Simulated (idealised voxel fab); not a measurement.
You're looking at the process module voxel ribs on slabs.
Each square cell in cross-section cut measures 5 nm, and the section as a whole is 200 nm wide.
Just so we're on the same page, the cross-sections are grids of square cells, and they're listed out in bands top to bottom, each band one or more rows deep. Within each band entry, the heights of the top and of the bottom of the band appear first, in that order and in nm; the materials of the band then follow from left to right, each with its corresponding width in nm. The designation "edge to edge" on a single material indicates that it fills the band from edge to edge; the designation "blank" indicates empty space. The reference from which all heights are counted is 0, the level beneath which the as-received wafer is entirely one material; the lowest band, having no lower bound, proceeds downward and is written after the example "top 0, no bottom". Width spec "30..40" -> top row of cells at first value, bottom row at second value, equal per-row change in between. Where the words "no modification" appear for a step, the cross-section shows no cell changed by that step; every cell remained as before. The list in "Closed cavity list" covers empty spaces of 8 cells or more that cannot reach the top through any open way, and it gives each as width x height at distance; the distance is from the left edge, and width, height and distance are in nm. Anything after a step's settings on that line? It's the simulator's own note about the step. The line of a step may include "overlay nm". On a step with a mask, this value is how far to the right of its planned place the mask lay. A negative value means the mask lay to the left.
THE PLANNED PROCESS STEPS ARE ENUMERATED HEREUNDER
1. RECEIVE,material Si
2. DIRECTIONAL_DEP,material SiO2,thk nm 25
3. DIRECTIONAL_DEP,material SiN,thk nm 20
4. DIRECTIONAL_DEP,material aC,thk nm 10
5. PATTERN,tone cover,mask id RIB,material resist,width nm 20,thk nm 30,overlay nm 0
6. DIRECTIONAL_ETCH,etch materials aC,depth nm 10
7. STRIP,etch materials resist
8. DIRECTIONAL_ETCH,etch materials SiN,depth nm 10
9. STRIP,etch materials aC
10. PATTERN,tone cover,mask id SLAB,material resist,width nm 80,thk nm 15,overlay nm 0
11. DIRECTIONAL_ETCH,etch materials SiN,depth nm 10
12. STRIP,etch materials resist
13. FILL_DEP,material SiO2,thk nm 25
14. CMP,height nm 65
15. DIRECTIONAL_DEP,material W,thk nm 10
16. PATTERN,tone cover,mask id HEATER,material resist,width nm 30,thk nm 20,overlay nm 0
17. DIRECTIONAL_ETCH,etch materials W,depth nm 10
18. STRIP,etch materials resist
19. CONFORMAL_DEP,material SiN,thk nm 5
THE CROSS-SECTION HERE SHOWS THE WAFER AS RECEIVED, I.E. IN ITS STATE AFTER STEP 1
	top 0, no bottom  Si edge to edge
	Closed cavity list: none
CROSS-SECTION, FIRST OF TWO WAFERS, END OF MODULE, RUN AS PLANNED
	top 80, bottom 75  80 of blank, then 40 of SiN, then 80 of blank
	top 75, bottom 70  80 of blank, then 5 of SiN, then 30 of W, then 5 of SiN, then 80 of blank
	top 70, bottom 65  85 of SiN, then 30 of W, then 85 of SiN
	top 65, bottom 45  SiO2 edge to edge
	top 45, bottom 35  90 of SiO2, then 20 of SiN, then 90 of SiO2
	top 35, bottom 25  60 of SiO2, then 80 of SiN, then 60 of SiO2
	top 25, bottom 0  SiO2 edge to edge
	top 0, no bottom  Si edge to edge
	Closed cavity list: none
SO THIS IS WAFER NUMBER TWO OF THE TWO, CUT AT THE END OF THE MODULE - IT STARTED WHERE THE FIRST DID AND HAD THE SAME PLAN, WE JUST GOT ONE THING WRONG RUNNING IT
	top 80, bottom 75  80 of blank, then 40 of SiN, then 80 of blank
	top 75, bottom 70  80 of blank, then 5 of SiN, then 30 of W, then 5 of SiN, then 80 of blank
	top 70, bottom 65  85 of SiN, then 30 of W, then 85 of SiN
	top 65, bottom 55  90 of SiO2, then 20 of SiN, then 90 of SiO2
	top 55, bottom 45  60 of SiO2, then 80 of SiN, then 60 of SiO2
	top 45, bottom 25  SiN edge to edge
	top 25, bottom 0  SiO2 edge to edge
	top 0, no bottom  Si edge to edge
	Closed cavity list: none
what went wrong: step 3 of the plan was twice carried out
Materials where the second wafer ends with more or fewer cells than the first: SiN +160, SiO2 -160
